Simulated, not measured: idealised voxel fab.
Name of the process module below: voxel tone inversion
The figure presents cross-section cut, which has a width of 275 nm and is divided into square cells with an edge length of 5 nm.
If you're reading a cross-section in this doc, picture square cells in a grid; it comes to you as bands, top ones listed first down to the bottom, and a band can be one or more rows of cells. The band entry comprises the height of the band's top followed by the height of its bottom, expressed in nm, and subsequently the band's materials from left to right, each stated together with its width in nm. Where a single material is marked with the word "all across", that material fills the band from edge to edge. The word "air" represents empty space. For the purposes of this specification, 0 denotes the height below which the wafer in its as-received condition is composed wholly of one material, and the lowermost band, lacking a lower limit, extends downward without end, as expressed in "0 and below". Top row gets the first number, bottom row gets the second, and each row in between changes by the same step: that is how a band width like "30->40" works. "all unchanged" after a step means that no cell of the cross-section changed. Each empty space that has no open way to the top and spans at least 8 cells appears under "Trapped void list" as width x height at distance, the distance counted from the left edge, all in nm. If you see something after the settings on a step's line, that's the simulator's own remark about that step. For masked steps, "overlay nm" on the step line gives how far right of plan the mask actually lay; a minus sign means it lay to the left.

**List of planned process steps**
| 1 | RECEIVE | material Si |
| 2 | CONFORMAL_DEP | material SiCN | thk nm 10 |
| 3 | DIRECTIONAL_DEP | material polySi | thk nm 15 |
| 4 | PATTERN | tone cover | mask id POSTS | material resist | width nm 20 | pitch nm 40 | thk nm 25 | overlay nm 0 |
| 5 | DIRECTIONAL_ETCH | etch materials polySi | depth nm 15 |
| 6 | STRIP | etch materials resist |
| 7 | FILL_DEP | material lowk | thk nm 10 |
| 8 | CMP | height nm 25 |
| 9 | STRIP | etch materials polySi |
| 10 | CONFORMAL_DEP | material TiN | thk nm 5 |
| 11 | FILL_DEP | material Ru | thk nm 10 |
| 12 | CMP | height nm 25 |
| 13 | CONFORMAL_DEP | material SiN | thk nm 5 |

**What follows covers the first of two wafers; it ran as planned**

**Cross-section of the wafer upon arrival, representing the state reached after step 1**
- 0 and below  Si all across
- Trapped void list: none

**You're looking at a cross-section of the wafer after step 2**
- 10 down to 0  SiCN all across
- Under 0: no change, same as before.

**You're looking at a cross-section of the wafer after step 3**
- 25 down to 10  polySi all across
- Under 10: no change, same as before.

**You're looking at a cross-section of the wafer after step 4**
- 50 down to 25  air 65 nm  resist 20 nm  air 20 nm  resist 20 nm  air 20 nm  resist 20 nm  air 20 nm  resist 20 nm  air 70 nm
- Under 25: no change, same as before.

**You're looking at a cross-section of the wafer after step 5**
- 50 down to 25  air 65 nm  resist 20 nm  air 20 nm  resist 20 nm  air 20 nm  resist 20 nm  air 20 nm  resist 20 nm  air 70 nm
- 25 down to 10  air 65 nm  polySi 20 nm  air 20 nm  polySi 20 nm  air 20 nm  polySi 20 nm  air 20 nm  polySi 20 nm  air 70 nm
- Under 10: no change, same as before.

**You're looking at a cross-section of the wafer after step 6**
- 25 down to 10  air 65 nm  polySi 20 nm  air 20 nm  polySi 20 nm  air 20 nm  polySi 20 nm  air 20 nm  polySi 20 nm  air 70 nm
- Under 10: no change, same as before.

**You're looking at a cross-section of the wafer after step 7**
- 35 down to 25  lowk all across
- 25 down to 10  lowk 65 nm  polySi 20 nm  lowk 20 nm  polySi 20 nm  lowk 20 nm  polySi 20 nm  lowk 20 nm  polySi 20 nm  lowk 70 nm
- Under 10: no change, same as before.

**You're looking at a cross-section of the wafer after step 8**
- 25 down to 10  lowk 65 nm  polySi 20 nm  lowk 20 nm  polySi 20 nm  lowk 20 nm  polySi 20 nm  lowk 20 nm  polySi 20 nm  lowk 70 nm
- Under 10: no change, same as before.

**You're looking at a cross-section of the wafer after step 9**
- 25 down to 10  lowk 65 nm  air 20 nm  lowk 20 nm  air 20 nm  lowk 20 nm  air 20 nm  lowk 20 nm  air 20 nm  lowk 70 nm
- Under 10: no change, same as before.

**You're looking at a cross-section of the wafer after step 10**
- 30 down to 25  TiN 70 nm  air 10 nm  TiN 30 nm  air 10 nm  TiN 30 nm  air 10 nm  TiN 30 nm  air 10 nm  TiN 75 nm
- 25 down to 15  lowk 65 nm  TiN 5 nm  air 10 nm  TiN 5 nm  lowk 20 nm  TiN 5 nm  air 10 nm  TiN 5 nm  lowk 20 nm  TiN 5 nm  air 10 nm  TiN 5 nm  lowk 20 nm  TiN 5 nm  air 10 nm  TiN 5 nm  lowk 70 nm
- 15 down to 10  lowk 65 nm  TiN 20 nm  lowk 20 nm  TiN 20 nm  lowk 20 nm  TiN 20 nm  lowk 20 nm  TiN 20 nm  lowk 70 nm
- Under 10: no change, same as before.

**You're looking at a cross-section of the wafer after step 11**
- 40 down to 30  Ru all across
- 30 down to 25  TiN 70 nm  Ru 10 nm  TiN 30 nm  Ru 10 nm  TiN 30 nm  Ru 10 nm  TiN 30 nm  Ru 10 nm  TiN 75 nm
- 25 down to 15  lowk 65 nm  TiN 5 nm  Ru 10 nm  TiN 5 nm  lowk 20 nm  TiN 5 nm  Ru 10 nm  TiN 5 nm  lowk 20 nm  TiN 5 nm  Ru 10 nm  TiN 5 nm  lowk 20 nm  TiN 5 nm  Ru 10 nm  TiN 5 nm  lowk 70 nm
- Under 15: no change, same as before.

**You're looking at a cross-section of the wafer after step 12**
- 25 down to 15  lowk 65 nm  TiN 5 nm  Ru 10 nm  TiN 5 nm  lowk 20 nm  TiN 5 nm  Ru 10 nm  TiN 5 nm  lowk 20 nm  TiN 5 nm  Ru 10 nm  TiN 5 nm  lowk 20 nm  TiN 5 nm  Ru 10 nm  TiN 5 nm  lowk 70 nm
- Under 15: no change, same as before.

**You're looking at a cross-section of the wafer after step 13**
- 30 down to 25  SiN all across
- Under 25: no change, same as before.

**Now the other wafer: same start, same recipe, but we messed up one thing when running it. Up to and including step 4 it's the same as the first one**

**What the second wafer looks like in cross-section when step 5 should have wrapped up**
- 50 down to 25  air 65 nm  resist 20 nm  air 20 nm  resist 20 nm  air 20 nm  resist 20 nm  air 20 nm  resist 20 nm  air 70 nm
- 25 down to 10  air 65 nm  polySi 20 nm  air 20 nm  polySi 20 nm  air 20 nm  polySi 20 nm  air 20 nm  polySi 20 nm  air 70 nm
- Under 10: no change, same as before.

**What the second wafer looks like in cross-section when step 6 should have wrapped up**
- 25 down to 10  air 65 nm  polySi 20 nm  air 20 nm  polySi 20 nm  air 20 nm  polySi 20 nm  air 20 nm  polySi 20 nm  air 70 nm
- Under 10: no change, same as before.

**What the second wafer looks like in cross-section when step 7 should have wrapped up**
- 35 down to 25  lowk all across
- 25 down to 10  lowk 65 nm  polySi 20 nm  lowk 20 nm  polySi 20 nm  lowk 20 nm  polySi 20 nm  lowk 20 nm  polySi 20 nm  lowk 70 nm
- Under 10: no change, same as before.

**What the second wafer looks like in cross-section when step 8 should have wrapped up**
- 25 down to 10  lowk 65 nm  polySi 20 nm  lowk 20 nm  polySi 20 nm  lowk 20 nm  polySi 20 nm  lowk 20 nm  polySi 20 nm  lowk 70 nm
- Under 10: no change, same as before.

**What the second wafer looks like in cross-section when step 9 should have wrapped up**
- 25 down to 10  lowk 65 nm  air 20 nm  lowk 20 nm  air 20 nm  lowk 20 nm  air 20 nm  lowk 20 nm  air 20 nm  lowk 70 nm
- Under 10: no change, same as before.

**What the second wafer looks like in cross-section when step 10 should have wrapped up**
- 30 down to 25  TiN 70 nm  air 10 nm  TiN 30 nm  air 10 nm  TiN 30 nm  air 10 nm  TiN 30 nm  air 10 nm  TiN 75 nm
- 25 down to 15  lowk 65 nm  TiN 5 nm  air 10 nm  TiN 5 nm  lowk 20 nm  TiN 5 nm  air 10 nm  TiN 5 nm  lowk 20 nm  TiN 5 nm  air 10 nm  TiN 5 nm  lowk 20 nm  TiN 5 nm  air 10 nm  TiN 5 nm  lowk 70 nm
- 15 down to 10  lowk 65 nm  TiN 20 nm  lowk 20 nm  TiN 20 nm  lowk 20 nm  TiN 20 nm  lowk 20 nm  TiN 20 nm  lowk 70 nm
- Under 10: no change, same as before.

**What the second wafer looks like in cross-section when step 11 should have wrapped up**
- 40 down to 30  Ru all across
- 30 down to 25  TiN 70 nm  Ru 10 nm  TiN 30 nm  Ru 10 nm  TiN 30 nm  Ru 10 nm  TiN 30 nm  Ru 10 nm  TiN 75 nm
- 25 down to 15  lowk 65 nm  TiN 5 nm  Ru 10 nm  TiN 5 nm  lowk 20 nm  TiN 5 nm  Ru 10 nm  TiN 5 nm  lowk 20 nm  TiN 5 nm  Ru 10 nm  TiN 5 nm  lowk 20 nm  TiN 5 nm  Ru 10 nm  TiN 5 nm  lowk 70 nm
- Under 15: no change, same as before.

**What the second wafer looks like in cross-section when step 12 should have wrapped up**
- 25 down to 15  lowk 65 nm  TiN 5 nm  Ru 10 nm  TiN 5 nm  lowk 20 nm  TiN 5 nm  Ru 10 nm  TiN 5 nm  lowk 20 nm  TiN 5 nm  Ru 10 nm  TiN 5 nm  lowk 20 nm  TiN 5 nm  Ru 10 nm  TiN 5 nm  lowk 70 nm
- Under 15: no change, same as before.

**What the second wafer looks like in cross-section when step 13 should have wrapped up**
- 30 down to 25  SiN all across
- Under 25: no change, same as before.
Which mistake was made when the wafer was run? plan step 5 was twice executed
Upon completion, the cross-sectional profiles of the two wafers are identical; consequently, the error exerts no influence on the quantities computed by this model.
